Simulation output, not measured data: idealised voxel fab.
process module | voxel released beams
Square cells of 5 nm make up the cross-section cut, whose width is 255 nm.
Just so we're on the same page, the cross-sections are grids of square cells, and they're listed out in bands top to bottom, each band one or more rows deep. Heights first: top, then bottom, in nm. Then materials, left to right, each with a width in nm. "edge to edge" on a single material: fills the band edge to edge. "air": empty space. Height 0 is the level under which the wafer as received is all one material. The lowest band goes on downwards, as in "from 0 down". Read "30..40" as a graded width: first number on top, second number at the bottom, same change between each pair of neighbouring rows. Take "stayed the same" at face value: in the step it is given for, the cross-section changed in none of its cells. Closed empty spaces (no open way to the top) of 8 cells or more are what "Completely enclosed voids" lists, each as width x height at distance from the left edge, nm for all three. after a step's settings: what the simulator itself notes on the step. overlay nm: where the mask lay relative to plan, measured to the right, on steps with a mask; negatives go left.

Listed below are the process steps as planned:
1. RECEIVE | material Si
2. CONFORMAL_DEP | material Al2O3 | thk nm 10
3. DIRECTIONAL_DEP | material SiO2 | thk nm 15
4. DIRECTIONAL_DEP | material aC | thk nm 15
5. PATTERN | tone open | mask id ANCHOR | material resist | width nm 45 | thk nm 30 | overlay nm 0
6. DIRECTIONAL_ETCH | etch materials aC | depth nm 15
7. STRIP | etch materials resist
8. DIRECTIONAL_ETCH | etch materials SiO2 | depth nm 15
9. STRIP | etch materials aC
10. CONFORMAL_DEP | material polySi | thk nm 15
11. PATTERN | tone cover | mask id BEAM | material resist | width nm 110 | thk nm 20 | overlay nm 0
12. DIRECTIONAL_ETCH | etch materials polySi | depth nm 15
13. STRIP | etch materials resist
14. STRIP | etch materials SiO2

Cross-sectional view of the wafer in its as-received condition, corresponding to the state after step 1:
> from 0 down = Si edge to edge
> Completely enclosed voids: none

First of two wafers at the end of the module, shown in cross-section; run carried out as planned:
> from 40 to 25 = 70 air; 20 polySi; 15 air; 75 polySi; 75 air
> from 25 to 10 = 75 air; 45 polySi; 135 air
> from 10 to 0 = Al2O3 edge to edge
> from 0 down = Si edge to edge
> Completely enclosed voids: none

Wafer two, sectioned after the module: the first wafer's start, the first wafer's plan, and one mistake in how it was run:
> from 40 to 30 = 70 air; 20 polySi; 15 air; 75 polySi; 75 air
> from 30 to 25 = 90 polySi; 15 air; 150 polySi
> from 25 to 10 = 75 SiO2; 45 polySi; 135 SiO2
> from 10 to 0 = Al2O3 edge to edge
> from 0 down = Si edge to edge
> Completely enclosed voids: none
The mistake made against the process plan was this: heads up, step 12 didn't go per plan, it actually ran as DIRECTIONAL_ETCH | etch materials polySi | depth nm 10
The closing comparison, in cells, has the second wafer with more or fewer of some materials than the first: SiO2 +126 | polySi +29
